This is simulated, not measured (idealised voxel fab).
The following is a process module called voxel released beams.
Each square cell in cross-section cut measures 5 nm, and the section as a whole is 270 nm wide.
We lay out every cross-section as a grid of square cells and spell it out in bands from the top down, where one band means one or more rows of cells.
Quick guide to a band line: top height, bottom height (nm) up front; then every material left to right with its width in nm. Only one material and it's marked "everywhere"? Then it fills the band edge to edge. And "air" just means empty space.
For the purposes of this specification, 0 denotes the height below which the wafer in its as-received condition is composed wholly of one material, and the lowermost band, lacking a lower limit, extends downward without end, as expressed in "z 0 and below".
Top row gets the first number, bottom row gets the second, and each row in between changes by the same step: that is how a band width like "30..40" works.
Where a step carries "everything unchanged", the cross-section came out of it unchanged, cell for cell.
"Internal closed voids" enumerates empty spaces isolated from the top, with no open way to it, that contain at least 8 cells, giving each as width x height at distance from the left edge, all three in nm.
Past the settings on a step's line: simulator remark, on that step.
What "overlay nm" on a step's line means: if the step has a mask, that mask lay this far to the right of its planned place, or, when the value is negative, to the left.
[The following list gives the planned process steps]
1: RECEIVE, material Si
2: CONFORMAL_DEP, material Al2O3, thk nm 5
3: DIRECTIONAL_DEP, material SiO2, thk nm 10
4: MASKED_ETCH, tone open, mask id ANCHOR, width nm 25, etch materials SiO2, depth nm 10, overlay nm 0
5: CONFORMAL_DEP, material W, thk nm 10
6: MASKED_ETCH, tone cover, mask id BEAM, width nm 105, etch materials W, depth nm 10, overlay nm 0
7: STRIP, etch materials SiO2
[So, the first of our two wafers, run just as we planned it]
[Delivered wafer in cross-section: state after step 1]
* z 0 and below  Si everywhere
* Internal closed voids: none
[Cross-section through the wafer, step 2 finished]
* z 5 to 0  Al2O3 everywhere
* Beneath the level 0, the cross-section is identical to its previous state.
[Cross-section through the wafer, step 3 finished]
* z 15 to 5  SiO2 everywhere
* Beneath the level 5, the cross-section is identical to its previous state.
[Cross-section through the wafer, step 4 finished]
* z 15 to 5  85 SiO2  25 air  160 SiO2
* Beneath the level 5, the cross-section is identical to its previous state.
[Cross-section through the wafer, step 5 finished]
* z 25 to 15  95 W  5 air  170 W
* z 15 to 5  85 SiO2  25 W  160 SiO2
* Beneath the level 5, the cross-section is identical to its previous state.
[Cross-section through the wafer, step 6 finished]
* z 25 to 15  80 air  15 W  5 air  85 W  85 air
* Beneath the level 15, the cross-section is identical to its previous state.
[Cross-section through the wafer, step 7 finished]
* z 25 to 15  80 air  15 W  5 air  85 W  85 air
* z 15 to 5  85 air  25 W  160 air
* Beneath the level 5, the cross-section is identical to its previous state.
[Companion wafer, the second of two: same beginning, same intended sequence, one mistake in carrying it out; through step 5 inclusive it tracks the first exactly]
[The second wafer in cross-section, at the planned close of step 6]
* z 25 to 15  75 air  20 W  5 air  80 W  90 air
* Beneath the level 15, the cross-section is identical to its previous state.
[The second wafer in cross-section, at the planned close of step 7]
* z 25 to 15  75 air  20 W  5 air  80 W  90 air
* z 15 to 5  85 air  25 W  160 air
* Beneath the level 5, the cross-section is identical to its previous state.
In executing the process, a mistake was made relative to the plan: step 6 was run on a setting that differed from the plan, and what really ran there is MASKED_ETCH, tone cover, mask id BEAM, width nm 105, etch materials W, depth nm 10, overlay nm -5
The concluding comparison shows that, measured in cells, each material is equally abundant on both wafers, albeit at different positions.
